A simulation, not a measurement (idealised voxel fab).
process module | voxel ribs on slabs
cross-section cut | 275 nm wide | cells 5 nm
A cross-section is a grid of square cells, given in bands from the top down. A band is one or more rows of cells.
Each band's line starts with the height of the band's top and of its bottom, in nm. Then come its materials from left to right, each with its width in nm. One material with "throughout" fills the band from edge to edge. "air" is empty space.
Height 0 is the level under which the wafer as received is all one material. The lowest band goes on downwards, as in "0 down".
A width such as "30 to 40" changes by the same amount from each row of cells to the next, from the band's top row to its bottom row.
"no change" after a step means that no cell of the cross-section changed.
closed voids: empty space of 8 cells or more with no open way to the top, each as width x height at its distance from the left edge, in nm
after a step's settings: what the simulator itself notes on the step
overlay nm, on a step with a mask: how far to the right of its planned place the mask lay; to the left if negative
plan
1 op RECEIVE | material Si
2 op DIRECTIONAL_DEP | material SiO2 | thk nm 30
3 op DIRECTIONAL_DEP | material polySi | thk nm 25
4 op MASKED_ETCH | tone cover | mask id RIB | width nm 20 | etch materials polySi | depth nm 5 | overlay nm 0
5 op MASKED_ETCH | tone cover | mask id SLAB | width nm 80 | etch materials polySi | depth nm 20 | overlay nm 0
6 op FILL_DEP | material SiO2 | thk nm 20
7 op CMP | height nm 70
8 op DIRECTIONAL_DEP | material TiN | thk nm 10
9 op MASKED_ETCH | tone cover | mask id HEATER | width nm 30 | etch materials TiN | depth nm 10 | overlay nm 0
10 op CONFORMAL_DEP | material SiN | thk nm 10
first wafer, as planned
as received, after step 1
  0 down: Si throughout
  closed voids: none
after step 2
  30 to 0: SiO2 throughout
  below 0: unchanged
after step 3
  55 to 30: polySi throughout
  below 30: unchanged
after step 4
  55 to 50: air 125 | polySi 20 | air 130
  below 50: unchanged
after step 5
  55 to 50: air 125 | polySi 20 | air 130
  50 to 30: air 95 | polySi 80 | air 100
  below 30: unchanged
after step 6
  75 to 55: SiO2 throughout
  55 to 50: SiO2 125 | polySi 20 | SiO2 130
  50 to 30: SiO2 95 | polySi 80 | SiO2 100
  below 30: unchanged
after step 7
  70 to 55: SiO2 throughout
  below 55: unchanged
after step 8
  80 to 70: TiN throughout
  below 70: unchanged
after step 9
  80 to 70: air 120 | TiN 30 | air 125
  below 70: unchanged
after step 10
  90 to 80: air 110 | SiN 50 | air 115
  80 to 70: SiN 120 | TiN 30 | SiN 125
  below 70: unchanged
second wafer: like start, like plan, one mistake. Through step 9 it matches the first wafer
when step 10 should have ended: no change
what went wrong: step 10 was left out
at the end the second wafer has, in cells: 118 fewer of SiN
